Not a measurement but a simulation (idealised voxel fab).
Module name: voxel self aligned contacts (process module)
Displayed cross-section: cut, width of 225 nm, square cells sized 5 nm.
Square cells in a grid make up a cross-section in this document, and the grid is given as bands, listed from the top down, each one or more rows of cells.
This entry defines a band. It first specifies the height of the band's top and the height of its bottom in nm, and then specifies the band's materials from left to right, stating each material with its width in nm. The word "full width" identifies a single material that fills the band from edge to edge, while the word "blank" identifies empty space.
Heights are reckoned from 0. Under this level, the received wafer is all of one material. The bottommost band is open-ended downward, for example "z 0 and below".
A two-number width, for instance "30->40", indicates that the width is equal to the first number in the top row of the band and to the second number in the bottom row, and that it changes by a constant amount per row of cells.
Reading "no alterations made" for a step: not a cell of the cross-section changed in it.
The entry titled "Sealed void listing" provides the empty spaces that have no open way to the top, restricted to those of 8 cells or more. Each is presented as width x height at distance, the distance being measured from the left edge, with all three in nm.
Where a step's line continues beyond its settings, the continuation is a remark by the simulator itself on that step.
The setting "overlay nm" may be written on the line of a step. When the step uses a mask, the value reports how far to the right of the planned place the mask lay, and a negative value reports that it lay to the left.

### The following list gives the planned process steps
1. RECEIVE [material Si]
2. OXIDIZE [depth nm 5]
3. DIRECTIONAL_DEP [material polySi] [thk nm 20]
4. DIRECTIONAL_DEP [material SiN] [thk nm 25]
5. DIRECTIONAL_DEP [material aC] [thk nm 10]
6. PATTERN [tone cover] [mask id GATE] [material resist] [width nm 25] [pitch nm 70] [thk nm 25] [overlay nm 0]
7. DIRECTIONAL_ETCH [etch materials aC] [depth nm 10]
8. STRIP [etch materials resist]
9. DIRECTIONAL_ETCH [etch materials SiN] [depth nm 25]
10. DIRECTIONAL_ETCH [etch materials polySi] [depth nm 20]
11. STRIP [etch materials aC]
12. CONFORMAL_DEP [material SiN] [thk nm 10]
13. DIRECTIONAL_ETCH [etch materials SiN] [depth nm 10]
14. FILL_DEP [material SiO2] [thk nm 15]
15. CMP [height nm 50]
16. DIRECTIONAL_DEP [material aC] [thk nm 10]
17. PATTERN [tone open] [mask id CONTACT] [material resist] [width nm 55] [pitch nm 70] [thk nm 30] [overlay nm 0]
18. DIRECTIONAL_ETCH [etch materials aC] [depth nm 10]
19. STRIP [etch materials resist]
20. DIRECTIONAL_ETCH [etch materials SiO2] [depth nm 55]
21. STRIP [etch materials aC]
22. CONFORMAL_DEP [material TiN] [thk nm 5]
23. FILL_DEP [material Ru] [thk nm 10]
24. CMP [height nm 50]
25. CONFORMAL_DEP [material SiN] [thk nm 5]

### On the first of the two wafers: run conducted according to plan

### This is the cross-section of the wafer as we received it, i.e. after step 1
z 0 and below | Si full width
Sealed void listing: none

### After step 2, in cross-section
z 0 to -5 | SiO2 full width
Anything lower than -5 is untouched.

### After step 3, in cross-section
z 20 to 0 | polySi full width
Anything lower than 0 is untouched.

### After step 4, in cross-section
z 45 to 20 | SiN full width
Anything lower than 20 is untouched.

### After step 5, in cross-section
z 55 to 45 | aC full width
Anything lower than 45 is untouched.

### After step 6, in cross-section
z 80 to 55 | blank 30, resist 25, blank 45, resist 25, blank 45, resist 25, blank 30
Anything lower than 55 is untouched.

### After step 7, in cross-section
z 70 to 55 | blank 30, resist 25, blank 45, resist 25, blank 45, resist 25, blank 30
z 55 to 45 | blank 30, aC 25, blank 45, aC 25, blank 45, aC 25, blank 30
Anything lower than 45 is untouched.

### After step 8, in cross-section
z 55 to 45 | blank 30, aC 25, blank 45, aC 25, blank 45, aC 25, blank 30
Anything lower than 45 is untouched.

### After step 9, in cross-section
z 55 to 45 | blank 30, aC 25, blank 45, aC 25, blank 45, aC 25, blank 30
z 45 to 20 | blank 30, SiN 25, blank 45, SiN 25, blank 45, SiN 25, blank 30
Anything lower than 20 is untouched.

### After step 10, in cross-section
z 55 to 45 | blank 30, aC 25, blank 45, aC 25, blank 45, aC 25, blank 30
z 45 to 20 | blank 30, SiN 25, blank 45, SiN 25, blank 45, SiN 25, blank 30
z 20 to 0 | blank 30, polySi 25, blank 45, polySi 25, blank 45, polySi 25, blank 30
Anything lower than 0 is untouched.

### After step 11, in cross-section
z 45 to 20 | blank 30, SiN 25, blank 45, SiN 25, blank 45, SiN 25, blank 30
Anything lower than 20 is untouched.

### After step 12, in cross-section
z 55 to 20 | blank 20, SiN 45, blank 25, SiN 45, blank 25, SiN 45, blank 20
z 20 to 10 | blank 20, SiN 10, polySi 25, SiN 10, blank 25, SiN 10, polySi 25, SiN 10, blank 25, SiN 10, polySi 25, SiN 10, blank 20
z 10 to 0 | SiN 30, polySi 25, SiN 45, polySi 25, SiN 45, polySi 25, SiN 30
Anything lower than 0 is untouched.

### After step 13, in cross-section
z 45 to 20 | blank 20, SiN 45, blank 25, SiN 45, blank 25, SiN 45, blank 20
z 20 to 0 | blank 20, SiN 10, polySi 25, SiN 10, blank 25, SiN 10, polySi 25, SiN 10, blank 25, SiN 10, polySi 25, SiN 10, blank 20
Anything lower than 0 is untouched.

### After step 14, in cross-section
z 60 to 45 | SiO2 full width
z 45 to 20 | SiO2 20, SiN 45, SiO2 25, SiN 45, SiO2 25, SiN 45, SiO2 20
z 20 to 0 | SiO2 20, SiN 10, polySi 25, SiN 10, SiO2 25, SiN 10, polySi 25, SiN 10, SiO2 25, SiN 10, polySi 25, SiN 10, SiO2 20
Anything lower than 0 is untouched.

### After step 15, in cross-section
z 50 to 45 | SiO2 full width
Anything lower than 45 is untouched.

### After step 16, in cross-section
z 60 to 50 | aC full width
Anything lower than 50 is untouched.

### After step 17, in cross-section
z 90 to 60 | resist 50, blank 55, resist 15, blank 55, resist 50
Anything lower than 60 is untouched.

### After step 18, in cross-section
z 80 to 60 | resist 50, blank 55, resist 15, blank 55, resist 50
z 60 to 50 | aC 50, blank 55, aC 15, blank 55, aC 50
Anything lower than 50 is untouched.

### After step 19, in cross-section
z 60 to 50 | aC 50, blank 55, aC 15, blank 55, aC 50
Anything lower than 50 is untouched.

### After step 20, in cross-section
z 60 to 50 | aC 50, blank 55, aC 15, blank 55, aC 50
z 50 to 45 | SiO2 50, blank 55, SiO2 15, blank 55, SiO2 50
z 45 to 20 | SiO2 20, SiN 45, blank 25, SiN 45, blank 25, SiN 45, SiO2 20
z 20 to 0 | SiO2 20, SiN 10, polySi 25, SiN 10, blank 25, SiN 10, polySi 25, SiN 10, blank 25, SiN 10, polySi 25, SiN 10, SiO2 20
z 0 to -5 | SiO2 65, blank 25, SiO2 45, blank 25, SiO2 65
Anything lower than -5 is untouched.

### After step 21, in cross-section
z 50 to 45 | SiO2 50, blank 55, SiO2 15, blank 55, SiO2 50
Anything lower than 45 is untouched.

### After step 22, in cross-section
z 55 to 50 | TiN 55, blank 45, TiN 25, blank 45, TiN 55
z 50 to 45 | SiO2 50, TiN 20, blank 15, TiN 20, SiO2 15, TiN 20, blank 15, TiN 20, SiO2 50
z 45 to 20 | SiO2 20, SiN 45, TiN 5, blank 15, TiN 5, SiN 45, TiN 5, blank 15, TiN 5, SiN 45, SiO2 20
z 20 to 0 | SiO2 20, SiN 10, polySi 25, SiN 10, TiN 5, blank 15, TiN 5, SiN 10, polySi 25, SiN 10, TiN 5, blank 15, TiN 5, SiN 10, polySi 25, SiN 10, SiO2 20
z 0 to -5 | SiO2 65, TiN 25, SiO2 45, TiN 25, SiO2 65
Anything lower than -5 is untouched.

### After step 23, in cross-section
z 65 to 55 | Ru full width
z 55 to 50 | TiN 55, Ru 45, TiN 25, Ru 45, TiN 55
z 50 to 45 | SiO2 50, TiN 20, Ru 15, TiN 20, SiO2 15, TiN 20, Ru 15, TiN 20, SiO2 50
z 45 to 20 | SiO2 20, SiN 45, TiN 5, Ru 15, TiN 5, SiN 45, TiN 5, Ru 15, TiN 5, SiN 45, SiO2 20
z 20 to 0 | SiO2 20, SiN 10, polySi 25, SiN 10, TiN 5, Ru 15, TiN 5, SiN 10, polySi 25, SiN 10, TiN 5, Ru 15, TiN 5, SiN 10, polySi 25, SiN 10, SiO2 20
Anything lower than 0 is untouched.

### After step 24, in cross-section
z 50 to 45 | SiO2 50, TiN 20, Ru 15, TiN 20, SiO2 15, TiN 20, Ru 15, TiN 20, SiO2 50
Anything lower than 45 is untouched.

### After step 25, in cross-section
z 55 to 50 | SiN full width
Anything lower than 50 is untouched.

### For the second wafer, take the first wafer's start and plan, then add one mistake made in running it; everything through step 16, that step included, is shared with the first

### Second wafer at the planned finish of step 17, seen in cross-section
z 90 to 60 | resist 55, blank 45, resist 25, blank 45, resist 55
Anything lower than 60 is untouched.

### Second wafer at the planned finish of step 18, seen in cross-section
z 80 to 60 | resist 55, blank 45, resist 25, blank 45, resist 55
z 60 to 50 | aC 55, blank 45, aC 25, blank 45, aC 55
Anything lower than 50 is untouched.

### Second wafer at the planned finish of step 19, seen in cross-section
z 60 to 50 | aC 55, blank 45, aC 25, blank 45, aC 55
Anything lower than 50 is untouched.

### Second wafer at the planned finish of step 20, seen in cross-section
z 60 to 50 | aC 55, blank 45, aC 25, blank 45, aC 55
z 50 to 45 | SiO2 55, blank 45, SiO2 25, blank 45, SiO2 55
z 45 to 20 | SiO2 20, SiN 45, blank 25, SiN 45, blank 25, SiN 45, SiO2 20
z 20 to 0 | SiO2 20, SiN 10, polySi 25, SiN 10, blank 25, SiN 10, polySi 25, SiN 10, blank 25, SiN 10, polySi 25, SiN 10, SiO2 20
z 0 to -5 | SiO2 65, blank 25, SiO2 45, blank 25, SiO2 65
Anything lower than -5 is untouched.

### Second wafer at the planned finish of step 21, seen in cross-section
z 50 to 45 | SiO2 55, blank 45, SiO2 25, blank 45, SiO2 55
Anything lower than 45 is untouched.

### Second wafer at the planned finish of step 22, seen in cross-section
z 55 to 50 | TiN 60, blank 35, TiN 35, blank 35, TiN 60
z 50 to 45 | SiO2 55, TiN 15, blank 15, TiN 15, SiO2 25, TiN 15, blank 15, TiN 15, SiO2 55
z 45 to 20 | SiO2 20, SiN 45, TiN 5, blank 15, TiN 5, SiN 45, TiN 5, blank 15, TiN 5, SiN 45, SiO2 20
z 20 to 0 | SiO2 20, SiN 10, polySi 25, SiN 10, TiN 5, blank 15, TiN 5, SiN 10, polySi 25, SiN 10, TiN 5, blank 15, TiN 5, SiN 10, polySi 25, SiN 10, SiO2 20
z 0 to -5 | SiO2 65, TiN 25, SiO2 45, TiN 25, SiO2 65
Anything lower than -5 is untouched.

### Second wafer at the planned finish of step 23, seen in cross-section
z 65 to 55 | Ru full width
z 55 to 50 | TiN 60, Ru 35, TiN 35, Ru 35, TiN 60
z 50 to 45 | SiO2 55, TiN 15, Ru 15, TiN 15, SiO2 25, TiN 15, Ru 15, TiN 15, SiO2 55
z 45 to 20 | SiO2 20, SiN 45, TiN 5, Ru 15, TiN 5, SiN 45, TiN 5, Ru 15, TiN 5, SiN 45, SiO2 20
z 20 to 0 | SiO2 20, SiN 10, polySi 25, SiN 10, TiN 5, Ru 15, TiN 5, SiN 10, polySi 25, SiN 10, TiN 5, Ru 15, TiN 5, SiN 10, polySi 25, SiN 10, SiO2 20
Anything lower than 0 is untouched.

### Second wafer at the planned finish of step 24, seen in cross-section
z 50 to 45 | SiO2 55, TiN 15, Ru 15, TiN 15, SiO2 25, TiN 15, Ru 15, TiN 15, SiO2 55
Anything lower than 45 is untouched.

### Second wafer at the planned finish of step 25, seen in cross-section
z 55 to 50 | SiN full width
Anything lower than 50 is untouched.
Processing error: step 17 was not run as planned; what actually ran was PATTERN [tone open] [mask id CONTACT] [material resist] [width nm 45] [pitch nm 70] [thk nm 30] [overlay nm 0]
at the end the second wafer has, in cells: SiO2 +4 | TiN -4
